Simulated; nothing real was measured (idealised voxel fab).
Presented below is a process module, voxel ribs on slabs.
We display cut, a cross-section 170 nm in width whose square cells are each 5 nm.
Bands, listed from the top down, are how a cross-section gets written in this document; the cross-section itself is a grid of square cells, and a band is one or more rows of them.
First you get the band's top height and its bottom height, in nm, and then the materials it's made of, left to right, with each width in nm. If you see a single material with "full width", that one covers the band edge to edge. "air" is empty space.
All heights in this document are referenced to 0, defined as the level beneath which the wafer, as received, consists entirely of one material. The lowest band is not bounded below; it extends indefinitely downward and is written in the form "0 -> down".
The width entry "30->40" should be interpreted row by row: the top row of cells in the band takes the first number, the bottom row takes the second number, and the change between adjacent rows is uniform throughout.
You'll sometimes find "no alteration" written for a step, and that's the way of saying that nowhere in the cross-section did a cell change during that step.
Entry "Trapped void list". Content: empty spaces with no open connection to the top, size 8 cells or greater. Each: width x height at distance. Distance: from left edge. Unit: nm.
That trailing text on a step's line, after the settings, is the simulator's own remark on the step.
Regarding "overlay nm": on a step with a mask, it is the distance the mask lay to the right of its planned place; a negative value places it to the left.
Set out below are the planned steps of the process
1,RECEIVE | material Si
2,DIRECTIONAL_DEP | material SiO2 | thk nm 25
3,DIRECTIONAL_DEP | material SiN | thk nm 20
4,MASKED_ETCH | tone cover | mask id RIB | width nm 20 | etch materials SiN | depth nm 15 | overlay nm 0
5,PATTERN | tone cover | mask id SLAB | material resist | width nm 60 | thk nm 15 | overlay nm -15
6,DIRECTIONAL_ETCH | etch materials SiN | depth nm 5
7,STRIP | etch materials resist
8,FILL_DEP | material SiO2 | thk nm 25
9,CMP | height nm 60
10,DIRECTIONAL_DEP | material TiN | thk nm 5
11,PATTERN | tone cover | mask id HEATER | material resist | width nm 30 | thk nm 15 | overlay nm 0
12,DIRECTIONAL_ETCH | etch materials TiN | depth nm 5
13,STRIP | etch materials resist
14,CONFORMAL_DEP | material SiN | thk nm 10
The wafers in this document start out alike and differ in the overlay nm applied at step 5; the plan shows the value used for the first wafer.
Cross-section: the first of several wafers in its as-received state, i.e. following step 1
> 0 -> down = Si full width
> Trapped void list: none
Where each wafer stands at the end of the module, a row apiece: cells of each material gained (+) or lost (-) since it was received, then closed voids
overlay nm -15; +96 SiN; +384 SiO2; +6 TiN; Trapped void list: none
overlay nm -10; +96 SiN; +384 SiO2; +6 TiN; Trapped void list: none
overlay nm -5; +96 SiN; +384 SiO2; +6 TiN; Trapped void list: none
overlay nm 0; +96 SiN; +384 SiO2; +6 TiN; Trapped void list: none
overlay nm 5; +96 SiN; +384 SiO2; +6 TiN; Trapped void list: none
overlay nm 10; +96 SiN; +384 SiO2; +6 TiN; Trapped void list: none
overlay nm 15; +96 SiN; +384 SiO2; +6 TiN; Trapped void list: none
